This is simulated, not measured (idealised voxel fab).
process module | voxel double patterning
cross-section cut | 200 nm wide | cells 5 nm
A cross-section is a grid of square cells, given in bands from the top down. A band is one or more rows of cells.
Each band's line starts with the height of the band's top and of its bottom, in nm. Then come its materials from left to right, each with its width in nm. One material with "throughout" fills the band from edge to edge. "air" is empty space.
Height 0 is the level under which the wafer as received is all one material. The lowest band goes on downwards, as in "0 down".
A width such as "30 to 40" changes by the same amount from each row of cells to the next, from the band's top row to its bottom row.
"no change" after a step means that no cell of the cross-section changed.
closed voids: empty space of 8 cells or more with no open way to the top, each as width x height at its distance from the left edge, in nm
after a step's settings: what the simulator itself notes on the step
overlay nm, on a step with a mask: how far to the right of its planned place the mask lay; to the left if negative
Each pair below shows a cross-section before one step and the cross-section after it, down to the lowest band that changed. The line under each pair gives the step between them, with its settings. The pairs can come from different runs of this module on the same starting wafer, so a pair continues from the pair above only where its "before" says so.
before
  0 down: Si throughout
  closed voids: none
after
  10 to 0: SiO2 throughout
  below 0: unchanged
  closed voids: none
the step between: op CONFORMAL_DEP | material SiO2 | thk nm 10
before: the cross-section after the pair above
after
  25 to 10: TiN throughout
  below 10: unchanged
  closed voids: none
the step between: op DIRECTIONAL_DEP | material TiN | thk nm 15
before: the cross-section after the pair above
after
  35 to 25: SiCN throughout
  below 25: unchanged
  closed voids: none
the step between: op DIRECTIONAL_DEP | material SiCN | thk nm 10
before: the cross-section after the pair above
after
  50 to 35: aC throughout
  below 35: unchanged
  closed voids: none
the step between: op DIRECTIONAL_DEP | material aC | thk nm 15
before: the cross-section after the pair above
after
  85 to 50: resist 40 | air 15 | resist 35 | air 15 | resist 35 | air 15 | resist 45
  below 50: unchanged
  closed voids: none
the step between: op PATTERN | tone open | mask id FIRST | material resist | width nm 15 | pitch nm 50 | thk nm 35 | overlay nm 0
before: the cross-section after the pair above
after
  70 to 50: resist 40 | air 15 | resist 35 | air 15 | resist 35 | air 15 | resist 45
  50 to 35: aC 40 | air 15 | aC 35 | air 15 | aC 35 | air 15 | aC 45
  below 35: unchanged
  closed voids: none
the step between: op DIRECTIONAL_ETCH | etch materials aC | depth nm 15
before: the cross-section after the pair above
after
  50 to 35: aC 40 | air 15 | aC 35 | air 15 | aC 35 | air 15 | aC 45
  below 35: unchanged
  closed voids: none
the step between: op STRIP | etch materials resist
before: the cross-section after the pair above
after
  50 to 35: aC 40 | air 15 | aC 35 | air 15 | aC 35 | air 15 | aC 45
  35 to 25: SiCN 40 | air 15 | SiCN 35 | air 15 | SiCN 35 | air 15 | SiCN 45
  below 25: unchanged
  closed voids: none
the step between: op DIRECTIONAL_ETCH | etch materials SiCN | depth nm 10
before: the cross-section after the pair above
after
  35 to 25: SiCN 40 | air 15 | SiCN 35 | air 15 | SiCN 35 | air 15 | SiCN 45
  below 25: unchanged
  closed voids: none
the step between: op STRIP | etch materials aC
before: the cross-section after the pair above
after
  55 to 35: resist 65 | air 15 | resist 35 | air 15 | resist 70
  35 to 25: SiCN 40 | resist 15 | SiCN 35 | resist 15 | SiCN 35 | resist 15 | SiCN 45
  below 25: unchanged
  closed voids: none
the step between: op PATTERN | tone open | mask id SECOND | material resist | width nm 15 | pitch nm 50 | thk nm 20 | overlay nm 0
before: the cross-section after the pair above
after
  55 to 35: resist 65 | air 15 | resist 35 | air 15 | resist 70
  35 to 25: SiCN 40 | resist 15 | SiCN 10 | air 15 | SiCN 10 | resist 15 | SiCN 10 | air 15 | SiCN 10 | resist 15 | SiCN 45
  below 25: unchanged
  closed voids: none
the step between: op DIRECTIONAL_ETCH | etch materials SiCN | depth nm 10
before: the cross-section after the pair above
after
  35 to 25: SiCN 40 | air 15 | SiCN 10 | air 15 | SiCN 10 | air 15 | SiCN 10 | air 15 | SiCN 10 | air 15 | SiCN 45
  below 25: unchanged
  closed voids: none
the step between: op STRIP | etch materials resist
before: the cross-section after the pair above
after
  35 to 25: SiCN 40 | air 15 | SiCN 10 | air 15 | SiCN 10 | air 15 | SiCN 10 | air 15 | SiCN 10 | air 15 | SiCN 45
  25 to 10: TiN 40 | air 15 | TiN 10 | air 15 | TiN 10 | air 15 | TiN 10 | air 15 | TiN 10 | air 15 | TiN 45
  below 10: unchanged
  closed voids: none
the step between: op DIRECTIONAL_ETCH | etch materials TiN | depth nm 15
before: the cross-section after the pair above
after
  25 to 10: TiN 40 | air 15 | TiN 10 | air 15 | TiN 10 | air 15 | TiN 10 | air 15 | TiN 10 | air 15 | TiN 45
  below 10: unchanged
  closed voids: none
the step between: op STRIP | etch materials SiCN
before
  0 down: Si throughout
  closed voids: none
after
  15 to 0: TiN throughout
  below 0: unchanged
  closed voids: none
the step between: op DIRECTIONAL_DEP | material TiN | thk nm 15
before: the cross-section after the pair above
after
  25 to 15: SiCN throughout
  below 15: unchanged
  closed voids: none
the step between: op DIRECTIONAL_DEP | material SiCN | thk nm 10
before: the cross-section after the pair above
after
  40 to 25: aC throughout
  below 25: unchanged
  closed voids: none
the step between: op DIRECTIONAL_DEP | material aC | thk nm 15
before: the cross-section after the pair above
after
  75 to 40: resist 40 | air 15 | resist 35 | air 15 | resist 35 | air 15 | resist 45
  below 40: unchanged
  closed voids: none
the step between: op PATTERN | tone open | mask id FIRST | material resist | width nm 15 | pitch nm 50 | thk nm 35 | overlay nm 0
before: the cross-section after the pair above
after
  60 to 40: resist 40 | air 15 | resist 35 | air 15 | resist 35 | air 15 | resist 45
  40 to 25: aC 40 | air 15 | aC 35 | air 15 | aC 35 | air 15 | aC 45
  below 25: unchanged
  closed voids: none
the step between: op DIRECTIONAL_ETCH | etch materials aC | depth nm 15
before: the cross-section after the pair above
after
  40 to 25: aC 40 | air 15 | aC 35 | air 15 | aC 35 | air 15 | aC 45
  below 25: unchanged
  closed voids: none
the step between: op STRIP | etch materials resist
before: the cross-section after the pair above
after
  40 to 25: aC 40 | air 15 | aC 35 | air 15 | aC 35 | air 15 | aC 45
  25 to 15: SiCN 40 | air 15 | SiCN 35 | air 15 | SiCN 35 | air 15 | SiCN 45
  below 15: unchanged
  closed voids: none
the step between: op DIRECTIONAL_ETCH | etch materials SiCN | depth nm 10
before: the cross-section after the pair above
after
  25 to 15: SiCN 40 | air 15 | SiCN 35 | air 15 | SiCN 35 | air 15 | SiCN 45
  below 15: unchanged
  closed voids: none
the step between: op STRIP | etch materials aC
before: the cross-section after the pair above
after
  45 to 25: resist 65 | air 15 | resist 35 | air 15 | resist 70
  25 to 15: SiCN 40 | resist 15 | SiCN 35 | resist 15 | SiCN 35 | resist 15 | SiCN 45
  below 15: unchanged
  closed voids: none
the step between: op PATTERN | tone open | mask id SECOND | material resist | width nm 15 | pitch nm 50 | thk nm 20 | overlay nm 0
before: the cross-section after the pair above
after
  45 to 25: resist 65 | air 15 | resist 35 | air 15 | resist 70
  25 to 15: SiCN 40 | resist 15 | SiCN 10 | air 15 | SiCN 10 | resist 15 | SiCN 10 | air 15 | SiCN 10 | resist 15 | SiCN 45
  below 15: unchanged
  closed voids: none
the step between: op DIRECTIONAL_ETCH | etch materials SiCN | depth nm 10
before: the cross-section after the pair above
after
  25 to 15: SiCN 40 | air 15 | SiCN 10 | air 15 | SiCN 10 | air 15 | SiCN 10 | air 15 | SiCN 10 | air 15 | SiCN 45
  below 15: unchanged
  closed voids: none
the step between: op STRIP | etch materials resist
before: the cross-section after the pair above
after
  25 to 15: SiCN 40 | air 15 | SiCN 10 | air 15 | SiCN 10 | air 15 | SiCN 10 | air 15 | SiCN 10 | air 15 | SiCN 45
  15 to 0: TiN 40 | air 15 | TiN 10 | air 15 | TiN 10 | air 15 | TiN 10 | air 15 | TiN 10 | air 15 | TiN 45
  below 0: unchanged
  closed voids: none
the step between: op DIRECTIONAL_ETCH | etch materials TiN | depth nm 15
before: the cross-section after the pair above
after
  15 to 0: TiN 40 | air 15 | TiN 10 | air 15 | TiN 10 | air 15 | TiN 10 | air 15 | TiN 10 | air 15 | TiN 45
  below 0: unchanged
  closed voids: none
the step between: op STRIP | etch materials SiCN
before
  25 to 10: TiN throughout
  10 to 0: SiO2 throughout
  0 down: Si throughout
  closed voids: none
after
  40 to 10: TiN throughout
  below 10: unchanged
  closed voids: none
the step between: op DIRECTIONAL_DEP | material TiN | thk nm 15
before: the cross-section after the pair above
after
  50 to 40: SiCN throughout
  below 40: unchanged
  closed voids: none
the step between: op DIRECTIONAL_DEP | material SiCN | thk nm 10
before: the cross-section after the pair above
after
  65 to 50: aC throughout
  below 50: unchanged
  closed voids: none
the step between: op DIRECTIONAL_DEP | material aC | thk nm 15
before: the cross-section after the pair above
after
  100 to 65: resist 40 | air 15 | resist 35 | air 15 | resist 35 | air 15 | resist 45
  below 65: unchanged
  closed voids: none
the step between: op PATTERN | tone open | mask id FIRST | material resist | width nm 15 | pitch nm 50 | thk nm 35 | overlay nm 0
before: the cross-section after the pair above
after
  85 to 65: resist 40 | air 15 | resist 35 | air 15 | resist 35 | air 15 | resist 45
  65 to 50: aC 40 | air 15 | aC 35 | air 15 | aC 35 | air 15 | aC 45
  below 50: unchanged
  closed voids: none
the step between: op DIRECTIONAL_ETCH | etch materials aC | depth nm 15
before: the cross-section after the pair above
after
  65 to 50: aC 40 | air 15 | aC 35 | air 15 | aC 35 | air 15 | aC 45
  below 50: unchanged
  closed voids: none
the step between: op STRIP | etch materials resist
before: the cross-section after the pair above
after
  65 to 50: aC 40 | air 15 | aC 35 | air 15 | aC 35 | air 15 | aC 45
  50 to 40: SiCN 40 | air 15 | SiCN 35 | air 15 | SiCN 35 | air 15 | SiCN 45
  below 40: unchanged
  closed voids: none
the step between: op DIRECTIONAL_ETCH | etch materials SiCN | depth nm 10
before: the cross-section after the pair above
after
  50 to 40: SiCN 40 | air 15 | SiCN 35 | air 15 | SiCN 35 | air 15 | SiCN 45
  below 40: unchanged
  closed voids: none
the step between: op STRIP | etch materials aC
before: the cross-section after the pair above
after
  70 to 50: resist 65 | air 15 | resist 35 | air 15 | resist 70
  50 to 40: SiCN 40 | resist 15 | SiCN 35 | resist 15 | SiCN 35 | resist 15 | SiCN 45
  below 40: unchanged
  closed voids: none
the step between: op PATTERN | tone open | mask id SECOND | material resist | width nm 15 | pitch nm 50 | thk nm 20 | overlay nm 0
before: the cross-section after the pair above
after
  70 to 50: resist 65 | air 15 | resist 35 | air 15 | resist 70
  50 to 40: SiCN 40 | resist 15 | SiCN 10 | air 15 | SiCN 10 | resist 15 | SiCN 10 | air 15 | SiCN 10 | resist 15 | SiCN 45
  below 40: unchanged
  closed voids: none
the step between: op DIRECTIONAL_ETCH | etch materials SiCN | depth nm 10
before: the cross-section after the pair above
after
  50 to 40: SiCN 40 | air 15 | SiCN 10 | air 15 | SiCN 10 | air 15 | SiCN 10 | air 15 | SiCN 10 | air 15 | SiCN 45
  below 40: unchanged
  closed voids: none
the step between: op STRIP | etch materials resist
before: the cross-section after the pair above
after
  50 to 40: SiCN 40 | air 15 | SiCN 10 | air 15 | SiCN 10 | air 15 | SiCN 10 | air 15 | SiCN 10 | air 15 | SiCN 45
  40 to 25: TiN 40 | air 15 | TiN 10 | air 15 | TiN 10 | air 15 | TiN 10 | air 15 | TiN 10 | air 15 | TiN 45
  below 25: unchanged
  closed voids: none
the step between: op DIRECTIONAL_ETCH | etch materials TiN | depth nm 15
before: the cross-section after the pair above
after
  40 to 25: TiN 40 | air 15 | TiN 10 | air 15 | TiN 10 | air 15 | TiN 10 | air 15 | TiN 10 | air 15 | TiN 45
  below 25: unchanged
  closed voids: none
the step between: op STRIP | etch materials SiCN
before
  15 to 0: TiN throughout
  0 down: Si throughout
  closed voids: none
after
  25 to 15: SiO2 throughout
  below 15: unchanged
  closed voids: none
the step between: op CONFORMAL_DEP | material SiO2 | thk nm 10
before: the cross-section after the pair above
after
  35 to 25: SiCN throughout
  below 25: unchanged
  closed voids: none
the step between: op DIRECTIONAL_DEP | material SiCN | thk nm 10
before: the cross-section after the pair above
after
  50 to 35: aC throughout
  below 35: unchanged
  closed voids: none
the step between: op DIRECTIONAL_DEP | material aC | thk nm 15
before: the cross-section after the pair above
after
  85 to 50: resist 40 | air 15 | resist 35 | air 15 | resist 35 | air 15 | resist 45
  below 50: unchanged
  closed voids: none
the step between: op PATTERN | tone open | mask id FIRST | material resist | width nm 15 | pitch nm 50 | thk nm 35 | overlay nm 0
before: the cross-section after the pair above
after
  70 to 50: resist 40 | air 15 | resist 35 | air 15 | resist 35 | air 15 | resist 45
  50 to 35: aC 40 | air 15 | aC 35 | air 15 | aC 35 | air 15 | aC 45
  below 35: unchanged
  closed voids: none
the step between: op DIRECTIONAL_ETCH | etch materials aC | depth nm 15
before: the cross-section after the pair above
after
  50 to 35: aC 40 | air 15 | aC 35 | air 15 | aC 35 | air 15 | aC 45
  below 35: unchanged
  closed voids: none
the step between: op STRIP | etch materials resist
before: the cross-section after the pair above
after
  50 to 35: aC 40 | air 15 | aC 35 | air 15 | aC 35 | air 15 | aC 45
  35 to 25: SiCN 40 | air 15 | SiCN 35 | air 15 | SiCN 35 | air 15 | SiCN 45
  below 25: unchanged
  closed voids: none
the step between: op DIRECTIONAL_ETCH | etch materials SiCN | depth nm 10
before: the cross-section after the pair above
after
  35 to 25: SiCN 40 | air 15 | SiCN 35 | air 15 | SiCN 35 | air 15 | SiCN 45
  below 25: unchanged
  closed voids: none
the step between: op STRIP | etch materials aC
before: the cross-section after the pair above
after
  55 to 35: resist 65 | air 15 | resist 35 | air 15 | resist 70
  35 to 25: SiCN 40 | resist 15 | SiCN 35 | resist 15 | SiCN 35 | resist 15 | SiCN 45
  below 25: unchanged
  closed voids: none
the step between: op PATTERN | tone open | mask id SECOND | material resist | width nm 15 | pitch nm 50 | thk nm 20 | overlay nm 0
before: the cross-section after the pair above
after
  55 to 35: resist 65 | air 15 | resist 35 | air 15 | resist 70
  35 to 25: SiCN 40 | resist 15 | SiCN 10 | air 15 | SiCN 10 | resist 15 | SiCN 10 | air 15 | SiCN 10 | resist 15 | SiCN 45
  below 25: unchanged
  closed voids: none
the step between: op DIRECTIONAL_ETCH | etch materials SiCN | depth nm 10
before: the cross-section after the pair above
after
  35 to 25: SiCN 40 | air 15 | SiCN 10 | air 15 | SiCN 10 | air 15 | SiCN 10 | air 15 | SiCN 10 | air 15 | SiCN 45
  below 25: unchanged
  closed voids: none
the step between: op STRIP | etch materials resist
before: the cross-section after the pair above
after
  25 to 15: SiO2 throughout
  below 15: unchanged
  closed voids: none
the step between: op STRIP | etch materials SiCN
before
  35 to 25: SiCN 40 | air 15 | SiCN 10 | air 15 | SiCN 10 | air 15 | SiCN 10 | air 15 | SiCN 10 | air 15 | SiCN 45
  25 to 10: TiN throughout
  10 to 0: SiO2 throughout
  0 down: Si throughout
  closed voids: none
after
  35 to 25: SiCN 40 | air 15 | SiCN 10 | air 15 | SiCN 10 | air 15 | SiCN 10 | air 15 | SiCN 10 | air 15 | SiCN 45
  25 to 20: TiN 40 | air 15 | TiN 10 | air 15 | TiN 10 | air 15 | TiN 10 | air 15 | TiN 10 | air 15 | TiN 45
  below 20: unchanged
  closed voids: none
the step between: op DIRECTIONAL_ETCH | etch materials TiN | depth nm 5
before: the cross-section after the pair above
after
  25 to 20: TiN 40 | air 15 | TiN 10 | air 15 | TiN 10 | air 15 | TiN 10 | air 15 | TiN 10 | air 15 | TiN 45
  below 20: unchanged
  closed voids: none
the step between: op STRIP | etch materials SiCN
before
  50 to 35: aC throughout
  35 to 25: SiCN throughout
  25 to 10: TiN throughout
  10 to 0: SiO2 throughout
  0 down: Si throughout
  closed voids: none
after
  85 to 50: resist 40 | air 20 | resist 30 | air 20 | resist 30 | air 20 | resist 40
  below 50: unchanged
  closed voids: none
the step between: op PATTERN | tone open | mask id FIRST | material resist | width nm 20 | pitch nm 50 | thk nm 35 | overlay nm 0
before: the cross-section after the pair above
after
  70 to 50: resist 40 | air 20 | resist 30 | air 20 | resist 30 | air 20 | resist 40
  50 to 35: aC 40 | air 20 | aC 30 | air 20 | aC 30 | air 20 | aC 40
  below 35: unchanged
  closed voids: none
the step between: op DIRECTIONAL_ETCH | etch materials aC | depth nm 15
before: the cross-section after the pair above
after
  50 to 35: aC 40 | air 20 | aC 30 | air 20 | aC 30 | air 20 | aC 40
  below 35: unchanged
  closed voids: none
the step between: op STRIP | etch materials resist
before: the cross-section after the pair above
after
  50 to 35: aC 40 | air 20 | aC 30 | air 20 | aC 30 | air 20 | aC 40
  35 to 25: SiCN 40 | air 20 | SiCN 30 | air 20 | SiCN 30 | air 20 | SiCN 40
  below 25: unchanged
  closed voids: none
the step between: op DIRECTIONAL_ETCH | etch materials SiCN | depth nm 10
before: the cross-section after the pair above
after
  35 to 25: SiCN 40 | air 20 | SiCN 30 | air 20 | SiCN 30 | air 20 | SiCN 40
  below 25: unchanged
  closed voids: none
the step between: op STRIP | etch materials aC
before: the cross-section after the pair above
after
  55 to 35: resist 65 | air 15 | resist 35 | air 15 | resist 70
  35 to 25: SiCN 40 | resist 20 | SiCN 30 | resist 20 | SiCN 30 | resist 20 | SiCN 40
  below 25: unchanged
  closed voids: none
the step between: op PATTERN | tone open | mask id SECOND | material resist | width nm 15 | pitch nm 50 | thk nm 20 | overlay nm 0
before: the cross-section after the pair above
after
  55 to 35: resist 65 | air 15 | resist 35 | air 15 | resist 70
  35 to 25: SiCN 40 | resist 20 | SiCN 5 | air 15 | SiCN 10 | resist 20 | SiCN 5 | air 15 | SiCN 10 | resist 20 | SiCN 40
  below 25: unchanged
  closed voids: none
the step between: op DIRECTIONAL_ETCH | etch materials SiCN | depth nm 10
before: the cross-section after the pair above
after
  35 to 25: SiCN 40 | air 20 | SiCN 5 | air 15 | SiCN 10 | air 20 | SiCN 5 | air 15 | SiCN 10 | air 20 | SiCN 40
  below 25: unchanged
  closed voids: none
the step between: op STRIP | etch materials resist
before: the cross-section after the pair above
after
  35 to 25: SiCN 40 | air 20 | SiCN 5 | air 15 | SiCN 10 | air 20 | SiCN 5 | air 15 | SiCN 10 | air 20 | SiCN 40
  25 to 10: TiN 40 | air 20 | TiN 5 | air 15 | TiN 10 | air 20 | TiN 5 | air 15 | TiN 10 | air 20 | TiN 40
  below 10: unchanged
  closed voids: none
the step between: op DIRECTIONAL_ETCH | etch materials TiN | depth nm 15
before: the cross-section after the pair above
after
  25 to 10: TiN 40 | air 20 | TiN 5 | air 15 | TiN 10 | air 20 | TiN 5 | air 15 | TiN 10 | air 20 | TiN 40
  below 10: unchanged
  closed voids: none
the step between: op STRIP | etch materials SiCN
before
  50 to 35: aC throughout
  35 to 25: SiCN throughout
  25 to 10: TiN throughout
  10 to 0: SiO2 throughout
  0 down: Si throughout
  closed voids: none
after
  85 to 50: resist 45 | air 15 | resist 35 | air 15 | resist 35 | air 15 | resist 40
  below 50: unchanged
  closed voids: none
the step between: op PATTERN | tone open | mask id FIRST | material resist | width nm 15 | pitch nm 50 | thk nm 35 | overlay nm 5
before: the cross-section after the pair above
after
  70 to 50: resist 45 | air 15 | resist 35 | air 15 | resist 35 | air 15 | resist 40
  50 to 35: aC 45 | air 15 | aC 35 | air 15 | aC 35 | air 15 | aC 40
  below 35: unchanged
  closed voids: none
the step between: op DIRECTIONAL_ETCH | etch materials aC | depth nm 15
before: the cross-section after the pair above
after
  50 to 35: aC 45 | air 15 | aC 35 | air 15 | aC 35 | air 15 | aC 40
  below 35: unchanged
  closed voids: none
the step between: op STRIP | etch materials resist
before: the cross-section after the pair above
after
  50 to 35: aC 45 | air 15 | aC 35 | air 15 | aC 35 | air 15 | aC 40
  35 to 25: SiCN 45 | air 15 | SiCN 35 | air 15 | SiCN 35 | air 15 | SiCN 40
  below 25: unchanged
  closed voids: none
the step between: op DIRECTIONAL_ETCH | etch materials SiCN | depth nm 10
before: the cross-section after the pair above
after
  35 to 25: SiCN 45 | air 15 | SiCN 35 | air 15 | SiCN 35 | air 15 | SiCN 40
  below 25: unchanged
  closed voids: none
the step between: op STRIP | etch materials aC
before: the cross-section after the pair above
after
  55 to 35: resist 65 | air 15 | resist 35 | air 15 | resist 70
  35 to 25: SiCN 45 | resist 15 | SiCN 35 | resist 15 | SiCN 35 | resist 15 | SiCN 40
  below 25: unchanged
  closed voids: none
the step between: op PATTERN | tone open | mask id SECOND | material resist | width nm 15 | pitch nm 50 | thk nm 20 | overlay nm 0
before: the cross-section after the pair above
after
  55 to 35: resist 65 | air 15 | resist 35 | air 15 | resist 70
  35 to 25: SiCN 45 | resist 15 | SiCN 5 | air 15 | SiCN 15 | resist 15 | SiCN 5 | air 15 | SiCN 15 | resist 15 | SiCN 40
  below 25: unchanged
  closed voids: none
the step between: op DIRECTIONAL_ETCH | etch materials SiCN | depth nm 10
before: the cross-section after the pair above
after
  35 to 25: SiCN 45 | air 15 | SiCN 5 | air 15 | SiCN 15 | air 15 | SiCN 5 | air 15 | SiCN 15 | air 15 | SiCN 40
  below 25: unchanged
  closed voids: none
the step between: op STRIP | etch materials resist
before: the cross-section after the pair above
after
  35 to 25: SiCN 45 | air 15 | SiCN 5 | air 15 | SiCN 15 | air 15 | SiCN 5 | air 15 | SiCN 15 | air 15 | SiCN 40
  25 to 10: TiN 45 | air 15 | TiN 5 | air 15 | TiN 15 | air 15 | TiN 5 | air 15 | TiN 15 | air 15 | TiN 40
  below 10: unchanged
  closed voids: none
the step between: op DIRECTIONAL_ETCH | etch materials TiN | depth nm 15
before: the cross-section after the pair above
after
  25 to 10: TiN 45 | air 15 | TiN 5 | air 15 | TiN 15 | air 15 | TiN 5 | air 15 | TiN 15 | air 15 | TiN 40
  below 10: unchanged
  closed voids: none
the step between: op STRIP | etch materials SiCN
before
  10 to 0: SiO2 throughout
  0 down: Si throughout
  closed voids: none
after
  25 to 0: SiO2 throughout
  below 0: unchanged
  closed voids: none
the step between: op DIRECTIONAL_DEP | material SiO2 | thk nm 15
before: the cross-section after the pair above
after
  35 to 25: SiCN throughout
  below 25: unchanged
  closed voids: none
the step between: op DIRECTIONAL_DEP | material SiCN | thk nm 10
before: the cross-section after the pair above
after
  50 to 35: aC throughout
  below 35: unchanged
  closed voids: none
the step between: op DIRECTIONAL_DEP | material aC | thk nm 15
before: the cross-section after the pair above
after
  85 to 50: resist 40 | air 15 | resist 35 | air 15 | resist 35 | air 15 | resist 45
  below 50: unchanged
  closed voids: none
the step between: op PATTERN | tone open | mask id FIRST | material resist | width nm 15 | pitch nm 50 | thk nm 35 | overlay nm 0
before: the cross-section after the pair above
after
  70 to 50: resist 40 | air 15 | resist 35 | air 15 | resist 35 | air 15 | resist 45
  50 to 35: aC 40 | air 15 | aC 35 | air 15 | aC 35 | air 15 | aC 45
  below 35: unchanged
  closed voids: none
the step between: op DIRECTIONAL_ETCH | etch materials aC | depth nm 15
before: the cross-section after the pair above
after
  50 to 35: aC 40 | air 15 | aC 35 | air 15 | aC 35 | air 15 | aC 45
  below 35: unchanged
  closed voids: none
the step between: op STRIP | etch materials resist
before: the cross-section after the pair above
after
  50 to 35: aC 40 | air 15 | aC 35 | air 15 | aC 35 | air 15 | aC 45
  35 to 25: SiCN 40 | air 15 | SiCN 35 | air 15 | SiCN 35 | air 15 | SiCN 45
  below 25: unchanged
  closed voids: none
the step between: op DIRECTIONAL_ETCH | etch materials SiCN | depth nm 10
before: the cross-section after the pair above
after
  35 to 25: SiCN 40 | air 15 | SiCN 35 | air 15 | SiCN 35 | air 15 | SiCN 45
  below 25: unchanged
  closed voids: none
the step between: op STRIP | etch materials aC
before: the cross-section after the pair above
after
  55 to 35: resist 65 | air 15 | resist 35 | air 15 | resist 70
  35 to 25: SiCN 40 | resist 15 | SiCN 35 | resist 15 | SiCN 35 | resist 15 | SiCN 45
  below 25: unchanged
  closed voids: none
the step between: op PATTERN | tone open | mask id SECOND | material resist | width nm 15 | pitch nm 50 | thk nm 20 | overlay nm 0
before: the cross-section after the pair above
after
  55 to 35: resist 65 | air 15 | resist 35 | air 15 | resist 70
  35 to 25: SiCN 40 | resist 15 | SiCN 10 | air 15 | SiCN 10 | resist 15 | SiCN 10 | air 15 | SiCN 10 | resist 15 | SiCN 45
  below 25: unchanged
  closed voids: none
the step between: op DIRECTIONAL_ETCH | etch materials SiCN | depth nm 10
before: the cross-section after the pair above
after
  35 to 25: SiCN 40 | air 15 | SiCN 10 | air 15 | SiCN 10 | air 15 | SiCN 10 | air 15 | SiCN 10 | air 15 | SiCN 45
  below 25: unchanged
  closed voids: none
the step between: op STRIP | etch materials resist
before: the cross-section after the pair above
after
  25 to 0: SiO2 throughout
  below 0: unchanged
  closed voids: none
the step between: op STRIP | etch materials SiCN
before
  50 to 35: aC throughout
  35 to 25: SiCN throughout
  25 to 10: TiN throughout
  10 to 0: SiO2 throughout
  0 down: Si throughout
  closed voids: none
after
  85 to 50: air 40 | resist 15 | air 35 | resist 15 | air 35 | resist 15 | air 45
  below 50: unchanged
  closed voids: none
the step between: op PATTERN | tone cover | mask id FIRST | material resist | width nm 15 | pitch nm 50 | thk nm 35 | overlay nm 0
before: the cross-section after the pair above
after
  70 to 50: air 40 | resist 15 | air 35 | resist 15 | air 35 | resist 15 | air 45
  50 to 35: air 40 | aC 15 | air 35 | aC 15 | air 35 | aC 15 | air 45
  below 35: unchanged
  closed voids: none
the step between: op DIRECTIONAL_ETCH | etch materials aC | depth nm 15
before: the cross-section after the pair above
after
  50 to 35: air 40 | aC 15 | air 35 | aC 15 | air 35 | aC 15 | air 45
  below 35: unchanged
  closed voids: none
the step between: op STRIP | etch materials resist
before: the cross-section after the pair above
after
  50 to 35: air 40 | aC 15 | air 35 | aC 15 | air 35 | aC 15 | air 45
  35 to 25: air 40 | SiCN 15 | air 35 | SiCN 15 | air 35 | SiCN 15 | air 45
  below 25: unchanged
  closed voids: none
the step between: op DIRECTIONAL_ETCH | etch materials SiCN | depth nm 10
before: the cross-section after the pair above
after
  35 to 25: air 40 | SiCN 15 | air 35 | SiCN 15 | air 35 | SiCN 15 | air 45
  below 25: unchanged
  closed voids: none
the step between: op STRIP | etch materials aC
before: the cross-section after the pair above
after
  55 to 35: resist 65 | air 15 | resist 35 | air 15 | resist 70
  35 to 25: resist 40 | SiCN 15 | resist 10 | air 15 | resist 10 | SiCN 15 | resist 10 | air 15 | resist 10 | SiCN 15 | resist 45
  below 25: unchanged
  closed voids: none
the step between: op PATTERN | tone open | mask id SECOND | material resist | width nm 15 | pitch nm 50 | thk nm 20 | overlay nm 0
before: the cross-section after the pair above
after
  35 to 25: air 40 | SiCN 15 | air 35 | SiCN 15 | air 35 | SiCN 15 | air 45
  below 25: unchanged
  closed voids: none
the step between: op STRIP | etch materials resist
before: the cross-section after the pair above
after
  35 to 25: air 40 | SiCN 15 | air 35 | SiCN 15 | air 35 | SiCN 15 | air 45
  25 to 10: air 40 | TiN 15 | air 35 | TiN 15 | air 35 | TiN 15 | air 45
  below 10: unchanged
  closed voids: none
the step between: op DIRECTIONAL_ETCH | etch materials TiN | depth nm 15
before: the cross-section after the pair above
after
  25 to 10: air 40 | TiN 15 | air 35 | TiN 15 | air 35 | TiN 15 | air 45
  below 10: unchanged
  closed voids: none
the step between: op STRIP | etch materials SiCN
